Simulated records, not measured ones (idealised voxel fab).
The following is a process module called voxel ribs on slabs.
Pictured: cross-section cut, 285 nm wide, on a grid of 5 nm square cells.
For the purposes of this document, a cross-section shall be understood as a grid of square cells, specified as bands listed in top-to-bottom order, each band consisting of one or more rows of cells. Basically the band line says how high the top is and how high the bottom is, in nm, and then what's in it from left to right, every material with its width in nm. Empty space shows up as "air", and if a single material carries "full width" it runs the full band edge to edge. The reference from which all heights are counted is 0, the level beneath which the as-received wafer is entirely one material; the lowest band, having no lower bound, proceeds downward and is written after the example "0 -> down". Width spec "30->40" -> top row of cells at first value, bottom row at second value, equal per-row change in between. The cross-section has no changed cell in any step marked "nothing altered". What "Completely sealed voids" gives you is every empty space of 8 cells or more that is cut off from the top. Each appears as width x height at distance, with the distance taken from the left edge and width, height and distance all in nm. Step line, after settings: the simulator's comment on this step. You can add "overlay nm" to a step's line. For a step with a mask, it describes how far the mask lay to the right of its planned position, and a negative number describes a lay to the left.
Listed below are the process steps as planned
1) RECEIVE: material Si
2) DIRECTIONAL_DEP: material SiO2, thk nm 30
3) DIRECTIONAL_DEP: material SiN, thk nm 15
4) PATTERN: tone cover, mask id RIB, material resist, width nm 25, thk nm 20, overlay nm 0
5) DIRECTIONAL_ETCH: etch materials SiN, depth nm 5
6) STRIP: etch materials resist
7) MASKED_ETCH: tone cover, mask id SLAB, width nm 55, etch materials SiN, depth nm 10, overlay nm 0
8) FILL_DEP: material SiO2, thk nm 20
9) CMP: height nm 55
10) DIRECTIONAL_DEP: material W, thk nm 10
11) MASKED_ETCH: tone cover, mask id HEATER, width nm 35, etch materials W, depth nm 10, overlay nm 0
12) CONFORMAL_DEP: material SiO2, thk nm 5
Delivered wafer in cross-section: state after step 1
- 0 -> down  Si full width
- Completely sealed voids: none
End-of-module cross-section of the first of two wafers, processed as planned
- 70 -> 65  air 120; SiO2 45; air 120
- 65 -> 60  air 120; SiO2 5; W 35; SiO2 5; air 120
- 60 -> 55  SiO2 125; W 35; SiO2 125
- 55 -> 45  SiO2 full width
- 45 -> 40  SiO2 130; SiN 25; SiO2 130
- 40 -> 30  SiO2 115; SiN 55; SiO2 115
- 30 -> 0  SiO2 full width
- 0 -> down  Si full width
- Completely sealed voids: none
End-of-module cross-section of the second wafer: identical starting point and process plan to the first, with one processing mistake
- 70 -> 65  air 120; SiO2 45; air 120
- 65 -> 60  air 120; SiO2 5; W 35; SiO2 5; air 120
- 60 -> 55  SiO2 125; W 35; SiO2 125
- 55 -> 45  SiO2 full width
- 45 -> 40  SiO2 135; SiN 15; SiO2 135
- 40 -> 30  SiO2 115; SiN 55; SiO2 115
- 30 -> 0  SiO2 full width
- 0 -> down  Si full width
- Completely sealed voids: none
Diagnosis: step 4 did not happen as planned, as run it was PATTERN: tone cover, mask id RIB, material resist, width nm 15, thk nm 20, overlay nm 0
Upon completion, the second wafer contains, in terms of cells, a greater or smaller amount of certain materials than the first wafer: -2 SiN | +2 SiO2
